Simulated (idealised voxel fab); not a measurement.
You're looking at the process module voxel gate over fins.
cross-section cut | 240 nm wide | cells 5 nm
Format of a cross-section: grid, square cells. Given as bands. Order: top down. Band: one or more rows of cells. In this notation a band is specified by the heights of its top and bottom, in that order and in nm, after which its materials appear from left to right, each paired with its width in nm. The word "full width" attached to a single material means that material fills the band from edge to edge; the word "air" stands for empty space. Heights are expressed relative to 0, this being the level below which the as-received wafer comprises one material exclusively. The lowest band is unbounded in the downward direction and is denoted as in "z 0 and below". With a width like "30..40", each row of cells in the band differs from the next by the same amount, the top row carrying the first number and the bottom row the second. Key: "stayed the same" - step with no changed cell in the cross-section. Heads up: "Closed cavity list" only lists the empty pockets with no open path to the top that are 8 cells or more, and it writes them as width x height at distance, distance from the left edge, in nm. Post-settings text on a step line: simulator's own remark regarding the step. If you see "overlay nm" on a step's line and that step has a mask, it's telling you how far right of where it was planned the mask ended up; a negative number means it went left instead.
## The planned process steps are enumerated hereunder
1,RECEIVE, material Si
2,CONFORMAL_DEP, material SiN, thk nm 5
3,DIRECTIONAL_DEP, material aC, thk nm 15
4,PATTERN, tone cover, mask id FINS, material resist, width nm 15, pitch nm 50, thk nm 35, overlay nm 0
5,DIRECTIONAL_ETCH, etch materials aC, depth nm 15
6,STRIP, etch materials resist
7,DIRECTIONAL_ETCH, etch materials SiN, depth nm 5
8,DIRECTIONAL_ETCH, etch materials Si, depth nm 35
9,STRIP, etch materials aC
10,OXIDIZE, depth nm 5
11,FILL_DEP, material SiO2, thk nm 15
12,CMP, height nm 5
13,MASKED_ETCH, tone open, mask id RAIL, width nm 15, etch materials SiO2, depth nm 35, overlay nm 0
14,CONFORMAL_DEP, material TiN, thk nm 5
15,FILL_DEP, material W, thk nm 5
16,CMP, height nm 5
17,SELECTIVE_ETCH, etch materials W Ru TiN, depth nm 20
18,FILL_DEP, material SiO2, thk nm 5
19,CMP, height nm 5
20,SELECTIVE_ETCH, etch materials SiO2, depth nm 15
21,STRIP, etch materials SiN
22,CONFORMAL_DEP, material HfO2, thk nm 5
23,CONFORMAL_DEP, material TiN, thk nm 5
24,CONFORMAL_DEP, material TiAl, thk nm 5
25,CONFORMAL_DEP, material TiN, thk nm 5
26,FILL_DEP, material W, thk nm 15
27,CMP, height nm 30
28,CONFORMAL_DEP, material SiCN, thk nm 5
## Cross-sectional view of the wafer in its as-received condition, corresponding to the state after step 1
  z 0 and below | Si full width
  Closed cavity list: none
## Cross-section, first of two wafers, end of module, run as planned
  z 35 to 30 | SiCN full width
  z 30 to 20 | W full width
  z 20 to 15 | W 70, then TiN 45, then W 5, then TiN 45, then W 75
  z 15 to 10 | W 70, then TiN 5, then TiAl 35, then TiN 5, then W 5, then TiN 5, then TiAl 35, then TiN 5, then W 75
  z 10 to 5 | TiN 75, then TiAl 5, then TiN 25, then TiAl 5, then TiN 15, then TiAl 5, then TiN 25, then TiAl 5, then TiN 80
  z 5 to 0 | TiAl 80, then TiN 5, then HfO2 15, then TiN 5, then TiAl 25, then TiN 5, then HfO2 15, then TiN 5, then TiAl 85
  z 0 to -5 | TiN 85, then HfO2 5, then Si 5, then HfO2 5, then TiN 35, then HfO2 5, then Si 5, then HfO2 5, then TiN 90
  z -5 to -10 | HfO2 90, then Si 5, then HfO2 45, then Si 5, then HfO2 95
  z -10 to -15 | SiO2 90, then Si 5, then SiO2 45, then Si 5, then SiO2 95
  z -15 to -25 | SiO2 90, then Si 5, then SiO2 15, then TiN 5, then W 5, then TiN 5, then SiO2 15, then Si 5, then SiO2 95
  z -25 to -30 | SiO2 90, then Si 5, then SiO2 15, then TiN 15, then SiO2 15, then Si 5, then SiO2 95
  z -30 to -40 | SiO2 90, then Si 5, then SiO2 45, then Si 5, then SiO2 95
  z -40 and below | Si full width
  Closed cavity list: none
## Second wafer through the module, sectioned at the end: same beginning and same plan as the first wafer, with one mistake in carrying it out
  z 35 to 30 | SiCN full width
  z 30 to 20 | W full width
  z 20 to 15 | W 70, then TiN 45, then W 5, then TiN 45, then W 75
  z 15 to 10 | W 70, then TiN 5, then TiAl 35, then TiN 5, then W 5, then TiN 5, then TiAl 35, then TiN 5, then W 75
  z 10 to 5 | TiN 75, then TiAl 5, then TiN 25, then TiAl 5, then TiN 15, then TiAl 5, then TiN 25, then TiAl 5, then TiN 80
  z 5 to 0 | TiAl 80, then TiN 5, then HfO2 15, then TiN 5, then TiAl 25, then TiN 5, then HfO2 15, then TiN 5, then TiAl 85
  z 0 to -5 | TiN 85, then HfO2 5, then Si 5, then HfO2 5, then TiN 35, then HfO2 5, then Si 5, then HfO2 5, then TiN 90
  z -5 to -10 | HfO2 90, then Si 5, then HfO2 45, then Si 5, then HfO2 95
  z -10 to -15 | SiO2 90, then Si 5, then SiO2 45, then Si 5, then SiO2 95
  z -15 to -25 | SiO2 90, then Si 5, then SiO2 20, then TiN 5, then W 5, then TiN 5, then SiO2 10, then Si 5, then SiO2 95
  z -25 to -30 | SiO2 90, then Si 5, then SiO2 20, then TiN 15, then SiO2 10, then Si 5, then SiO2 95
  z -30 to -40 | SiO2 90, then Si 5, then SiO2 45, then Si 5, then SiO2 95
  z -40 and below | Si full width
  Closed cavity list: none
The mistake made against the process plan was this: planned and actual differ for step 13; actual: MASKED_ETCH, tone open, mask id RAIL, width nm 15, etch materials SiO2, depth nm 35, overlay nm 5
When the process is done, the second wafer contains the same cell count of every material as the first wafer, but distributed over other locations.
